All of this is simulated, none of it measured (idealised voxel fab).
You're looking at the process module voxel transistor to metal.
Cross-section cut spans 210 nm and uses square cells 5 nm in size.
A cross-section is written here as square cells arranged in a grid, and it is given in bands from the top down, each band taking up one or more rows of cells. In this notation a band is specified by the heights of its top and bottom, in that order and in nm, after which its materials appear from left to right, each paired with its width in nm. The word "full width" attached to a single material means that material fills the band from edge to edge; the word "air" stands for empty space. Heads up on the height convention: 0 is the point under which the incoming wafer is all one material, and the lowest band has no bottom, it just keeps going down, like "0..down". A width such as "30->40" changes by the same amount from each row of cells to the next, from the band's top row to its bottom row. Basically "no alterations made" means that step didn't change any cell in the cross-section. The label "Fully closed voids" introduces a list of the empty spaces, 8 cells or larger, that have no open way up to the top; each entry in it reads width x height at distance, where the distance is taken from the left edge and all three are stated in nm. On each step's line, the part that comes after the settings is the simulator's own comment on the step. overlay nm, on a step with a mask: how far to the right of its planned place the mask lay; to the left if negative.
**The process steps that were planned are listed below**
| 1 | RECEIVE (material Si) |
| 2 | OXIDIZE (depth nm 5) |
| 3 | CONFORMAL_DEP (material SiN; thk nm 10) |
| 4 | PATTERN (tone cover; mask id ACTIVE; material resist; width nm 95; thk nm 15; overlay nm 0) |
| 5 | DIRECTIONAL_ETCH (etch materials SiN; depth nm 10) |
| 6 | DIRECTIONAL_ETCH (etch materials SiO2; depth nm 5) |
| 7 | DIRECTIONAL_ETCH (etch materials Si; depth nm 35) |
| 8 | STRIP (etch materials resist) |
| 9 | OXIDIZE (depth nm 5) |
| 10 | FILL_DEP (material SiO2; thk nm 5) |
| 11 | CMP (height nm 10) |
| 12 | SELECTIVE_ETCH (etch materials SiO2; depth nm 10) |
| 13 | STRIP (etch materials SiN) |
| 14 | SELECTIVE_ETCH (etch materials SiO2; depth nm 5) |
| 15 | OXIDIZE (depth nm 5) |
| 16 | DIRECTIONAL_DEP (material polySi; thk nm 25) |
| 17 | DIRECTIONAL_DEP (material SiCN; thk nm 10) |
| 18 | MASKED_ETCH (tone cover; mask id GATE; width nm 15; etch materials SiCN; depth nm 20; overlay nm 0) |
| 19 | MASKED_ETCH (tone cover; mask id GATE; width nm 15; etch materials polySi; depth nm 35; overlay nm 0) |
| 20 | CONFORMAL_DEP (material SiN; thk nm 10) |
| 21 | DIRECTIONAL_ETCH (etch materials SiN; depth nm 10) |
| 22 | DIRECTIONAL_ETCH (etch materials SiO2; depth nm 5) |
| 23 | DIRECTIONAL_ETCH (etch materials Si; depth nm 10) |
| 24 | EPI (material nSi; thk nm 15) |
| 25 | FILL_DEP (material SiO2; thk nm 5) |
| 26 | CMP (height nm 30) |
| 27 | DIRECTIONAL_DEP (material SiO2; thk nm 15) |
| 28 | MASKED_ETCH (tone open; mask id CONTACT; width nm 15; pitch nm 60; etch materials SiO2; depth nm 50; overlay nm 0) |
| 29 | CONFORMAL_DEP (material TiN; thk nm 5) |
| 30 | FILL_DEP (material W; thk nm 10) |
| 31 | CMP (height nm 45) |
| 32 | DIRECTIONAL_DEP (material TiN; thk nm 5) |
| 33 | DIRECTIONAL_DEP (material W; thk nm 25) |
| 34 | PATTERN (tone cover; mask id METAL_1; material resist; width nm 15; pitch nm 60; thk nm 15; overlay nm 0) |
| 35 | DIRECTIONAL_ETCH (etch materials W; depth nm 25) |
| 36 | DIRECTIONAL_ETCH (etch materials TiN; depth nm 5) |
| 37 | STRIP (etch materials resist) |
| 38 | FILL_DEP (material lowk; thk nm 10) |
| 39 | CMP (height nm 75) |
| 40 | CONFORMAL_DEP (material SiN; thk nm 5) |
**First wafer, two in total, run as planned**
**Cross-sectional view of the wafer in its as-received condition, corresponding to the state after step 1**
    0..down  Si full width
    Fully closed voids: none
**Wafer section view after processing step 2**
    0..-5  SiO2 full width
    Note: structure below -5 unchanged.
**Wafer section view after processing step 3**
    10..0  SiN full width
    Note: structure below 0 unchanged.
**Wafer section view after processing step 4**
    25..10  55 nm air  95 nm resist  60 nm air
    Note: structure below 10 unchanged.
**Wafer section view after processing step 5**
    25..10  55 nm air  95 nm resist  60 nm air
    10..0  55 nm air  95 nm SiN  60 nm air
    Note: structure below 0 unchanged.
**Wafer section view after processing step 6**
    25..10  55 nm air  95 nm resist  60 nm air
    10..0  55 nm air  95 nm SiN  60 nm air
    0..-5  55 nm air  95 nm SiO2  60 nm air
    Note: structure below -5 unchanged.
**Wafer section view after processing step 7**
    25..10  55 nm air  95 nm resist  60 nm air
    10..0  55 nm air  95 nm SiN  60 nm air
    0..-5  55 nm air  95 nm SiO2  60 nm air
    -5..-40  55 nm air  95 nm Si  60 nm air
    Note: structure below -40 unchanged.
**Wafer section view after processing step 8**
    10..0  55 nm air  95 nm SiN  60 nm air
    Note: structure below 0 unchanged.
**Wafer section view after processing step 9**
    10..0  55 nm air  95 nm SiN  60 nm air
    0..-5  55 nm air  95 nm SiO2  60 nm air
    -5..-40  55 nm air  5 nm SiO2  85 nm Si  5 nm SiO2  60 nm air
    -40..-45  60 nm SiO2  85 nm Si  65 nm SiO2
    Note: structure below -45 unchanged.
**Wafer section view after processing step 10**
    15..10  SiO2 full width
    10..0  55 nm SiO2  95 nm SiN  60 nm SiO2
    0..-5  SiO2 full width
    -5..-45  60 nm SiO2  85 nm Si  65 nm SiO2
    Note: structure below -45 unchanged.
**Wafer section view after processing step 11**
    10..0  55 nm SiO2  95 nm SiN  60 nm SiO2
    Note: structure below 0 unchanged.
**Wafer section view after processing step 12**
    10..0  55 nm air  95 nm SiN  60 nm air
    Note: structure below 0 unchanged.
**Wafer section view after processing step 13**
    0..-5  SiO2 full width
    Note: structure below -5 unchanged.
**Wafer section view after processing step 14**
    -5..-45  60 nm SiO2  85 nm Si  65 nm SiO2
    Note: structure below -45 unchanged.
**Wafer section view after processing step 15**
    -5..-10  SiO2 full width
    Note: structure below -10 unchanged.
**Wafer section view after processing step 16**
    20..-5  polySi full width
    Note: structure below -5 unchanged.
**Wafer section view after processing step 17**
    30..20  SiCN full width
    Note: structure below 20 unchanged.
**Wafer section view after processing step 18**
    30..20  95 nm air  15 nm SiCN  100 nm air
    Note: structure below 20 unchanged.
**Wafer section view after processing step 19**
    30..20  95 nm air  15 nm SiCN  100 nm air
    20..-5  95 nm air  15 nm polySi  100 nm air
    Note: structure below -5 unchanged.
**Wafer section view after processing step 20**
    40..30  85 nm air  35 nm SiN  90 nm air
    30..20  85 nm air  10 nm SiN  15 nm SiCN  10 nm SiN  90 nm air
    20..5  85 nm air  10 nm SiN  15 nm polySi  10 nm SiN  90 nm air
    5..-5  95 nm SiN  15 nm polySi  100 nm SiN
    Note: structure below -5 unchanged.
**Wafer section view after processing step 21**
    30..20  85 nm air  10 nm SiN  15 nm SiCN  10 nm SiN  90 nm air
    20..-5  85 nm air  10 nm SiN  15 nm polySi  10 nm SiN  90 nm air
    Note: structure below -5 unchanged.
**Wafer section view after processing step 22**
    30..20  85 nm air  10 nm SiN  15 nm SiCN  10 nm SiN  90 nm air
    20..-5  85 nm air  10 nm SiN  15 nm polySi  10 nm SiN  90 nm air
    -5..-10  85 nm air  35 nm SiO2  90 nm air
    Note: structure below -10 unchanged.
**Wafer section view after processing step 23**
    30..20  85 nm air  10 nm SiN  15 nm SiCN  10 nm SiN  90 nm air
    20..-5  85 nm air  10 nm SiN  15 nm polySi  10 nm SiN  90 nm air
    -5..-10  85 nm air  35 nm SiO2  90 nm air
    -10..-20  60 nm SiO2  25 nm air  35 nm Si  25 nm air  65 nm SiO2
    Note: structure below -20 unchanged.
**Wafer section view after processing step 24**
    30..20  85 nm air  10 nm SiN  15 nm SiCN  10 nm SiN  90 nm air
    20..5  85 nm air  10 nm SiN  15 nm polySi  10 nm SiN  90 nm air
    5..-5  70 nm air  15 nm nSi  10 nm SiN  15 nm polySi  10 nm SiN  15 nm nSi  75 nm air
    -5..-10  55 nm air  30 nm nSi  35 nm SiO2  30 nm nSi  60 nm air
    -10..-20  60 nm SiO2  25 nm nSi  35 nm Si  25 nm nSi  65 nm SiO2
    Note: structure below -20 unchanged.
**Wafer section view after processing step 25**
    35..30  SiO2 full width
    30..20  85 nm SiO2  10 nm SiN  15 nm SiCN  10 nm SiN  90 nm SiO2
    20..5  85 nm SiO2  10 nm SiN  15 nm polySi  10 nm SiN  90 nm SiO2
    5..-5  70 nm SiO2  15 nm nSi  10 nm SiN  15 nm polySi  10 nm SiN  15 nm nSi  75 nm SiO2
    -5..-10  55 nm SiO2  30 nm nSi  35 nm SiO2  30 nm nSi  60 nm SiO2
    Note: structure below -10 unchanged.
**Wafer section view after processing step 26**
    30..20  85 nm SiO2  10 nm SiN  15 nm SiCN  10 nm SiN  90 nm SiO2
    Note: structure below 20 unchanged.
**Wafer section view after processing step 27**
    45..30  SiO2 full width
    Note: structure below 30 unchanged.
**Wafer section view after processing step 28**
    45..30  65 nm SiO2  15 nm air  45 nm SiO2  15 nm air  70 nm SiO2
    30..20  65 nm SiO2  15 nm air  5 nm SiO2  10 nm SiN  15 nm SiCN  10 nm SiN  5 nm SiO2  15 nm air  70 nm SiO2
    20..5  65 nm SiO2  15 nm air  5 nm SiO2  10 nm SiN  15 nm polySi  10 nm SiN  5 nm SiO2  15 nm air  70 nm SiO2
    5..-5  65 nm SiO2  5 nm air  15 nm nSi  10 nm SiN  15 nm polySi  10 nm SiN  15 nm nSi  5 nm air  70 nm SiO2
    Note: structure below -5 unchanged.
**Wafer section view after processing step 29**
    50..45  70 nm TiN  5 nm air  55 nm TiN  5 nm air  75 nm TiN
    45..30  65 nm SiO2  5 nm TiN  5 nm air  5 nm TiN  45 nm SiO2  5 nm TiN  5 nm air  5 nm TiN  70 nm SiO2
    30..20  65 nm SiO2  5 nm TiN  5 nm air  5 nm TiN  5 nm SiO2  10 nm SiN  15 nm SiCN  10 nm SiN  5 nm SiO2  5 nm TiN  5 nm air  5 nm TiN  70 nm SiO2
    20..10  65 nm SiO2  5 nm TiN  5 nm air  5 nm TiN  5 nm SiO2  10 nm SiN  15 nm polySi  10 nm SiN  5 nm SiO2  5 nm TiN  5 nm air  5 nm TiN  70 nm SiO2
    10..5  65 nm SiO2  15 nm TiN  5 nm SiO2  10 nm SiN  15 nm polySi  10 nm SiN  5 nm SiO2  15 nm TiN  70 nm SiO2
    5..-5  65 nm SiO2  5 nm TiN  15 nm nSi  10 nm SiN  15 nm polySi  10 nm SiN  15 nm nSi  5 nm TiN  70 nm SiO2
    Note: structure below -5 unchanged.
**Wafer section view after processing step 30**
    60..50  W full width
    50..45  70 nm TiN  5 nm W  55 nm TiN  5 nm W  75 nm TiN
    45..30  65 nm SiO2  5 nm TiN  5 nm W  5 nm TiN  45 nm SiO2  5 nm TiN  5 nm W  5 nm TiN  70 nm SiO2
    30..20  65 nm SiO2  5 nm TiN  5 nm W  5 nm TiN  5 nm SiO2  10 nm SiN  15 nm SiCN  10 nm SiN  5 nm SiO2  5 nm TiN  5 nm W  5 nm TiN  70 nm SiO2
    20..10  65 nm SiO2  5 nm TiN  5 nm W  5 nm TiN  5 nm SiO2  10 nm SiN  15 nm polySi  10 nm SiN  5 nm SiO2  5 nm TiN  5 nm W  5 nm TiN  70 nm SiO2
    Note: structure below 10 unchanged.
**Wafer section view after processing step 31**
    45..30  65 nm SiO2  5 nm TiN  5 nm W  5 nm TiN  45 nm SiO2  5 nm TiN  5 nm W  5 nm TiN  70 nm SiO2
    Note: structure below 30 unchanged.
**Wafer section view after processing step 32**
    50..45  TiN full width
    Note: structure below 45 unchanged.
**Wafer section view after processing step 33**
    75..50  W full width
    Note: structure below 50 unchanged.
**Wafer section view after processing step 34**
    90..75  65 nm air  15 nm resist  45 nm air  15 nm resist  70 nm air
    Note: structure below 75 unchanged.
**Wafer section view after processing step 35**
    90..75  65 nm air  15 nm resist  45 nm air  15 nm resist  70 nm air
    75..50  65 nm air  15 nm W  45 nm air  15 nm W  70 nm air
    Note: structure below 50 unchanged.
**Wafer section view after processing step 36**
    90..75  65 nm air  15 nm resist  45 nm air  15 nm resist  70 nm air
    75..50  65 nm air  15 nm W  45 nm air  15 nm W  70 nm air
    50..45  65 nm air  15 nm TiN  45 nm air  15 nm TiN  70 nm air
    Note: structure below 45 unchanged.
**Wafer section view after processing step 37**
    75..50  65 nm air  15 nm W  45 nm air  15 nm W  70 nm air
    Note: structure below 50 unchanged.
**Wafer section view after processing step 38**
    85..75  lowk full width
    75..50  65 nm lowk  15 nm W  45 nm lowk  15 nm W  70 nm lowk
    50..45  65 nm lowk  15 nm TiN  45 nm lowk  15 nm TiN  70 nm lowk
    Note: structure below 45 unchanged.
**Wafer section view after processing step 39**
    75..50  65 nm lowk  15 nm W  45 nm lowk  15 nm W  70 nm lowk
    Note: structure below 50 unchanged.
**Wafer section view after processing step 40**
    80..75  SiN full width
    Note: structure below 75 unchanged.
**Wafer two. Same start, same plan, one slip in execution. Same as wafer one through step 31, inclusive**
**Cross-section of the second wafer corresponding to the planned conclusion of step 32**
    50..45  lowk full width
    Note: structure below 45 unchanged.
**Cross-section of the second wafer corresponding to the planned conclusion of step 33**
    75..50  W full width
    Note: structure below 50 unchanged.
**Cross-section of the second wafer corresponding to the planned conclusion of step 34**
    90..75  65 nm air  15 nm resist  45 nm air  15 nm resist  70 nm air
    Note: structure below 75 unchanged.
**Cross-section of the second wafer corresponding to the planned conclusion of step 35**
    90..75  65 nm air  15 nm resist  45 nm air  15 nm resist  70 nm air
    75..50  65 nm air  15 nm W  45 nm air  15 nm W  70 nm air
    Note: structure below 50 unchanged.
Cross-section of the second wafer corresponding to the planned conclusion of step 36: no alterations made
**Cross-section of the second wafer corresponding to the planned conclusion of step 37**
    75..50  65 nm air  15 nm W  45 nm air  15 nm W  70 nm air
    Note: structure below 50 unchanged.
**Cross-section of the second wafer corresponding to the planned conclusion of step 38**
    85..75  lowk full width
    75..50  65 nm lowk  15 nm W  45 nm lowk  15 nm W  70 nm lowk
    Note: structure below 50 unchanged.
**Cross-section of the second wafer corresponding to the planned conclusion of step 39**
    75..50  65 nm lowk  15 nm W  45 nm lowk  15 nm W  70 nm lowk
    Note: structure below 50 unchanged.
**Cross-section of the second wafer corresponding to the planned conclusion of step 40**
    80..75  SiN full width
    Note: structure below 75 unchanged.
The plan and the run diverged here: so step 32 ended up running with a different setting than we planned, it ran as DIRECTIONAL_DEP (material lowk; thk nm 5)
Final cells, second wafer relative to first, materials higher or lower: 6 fewer of TiN | 6 more of lowk
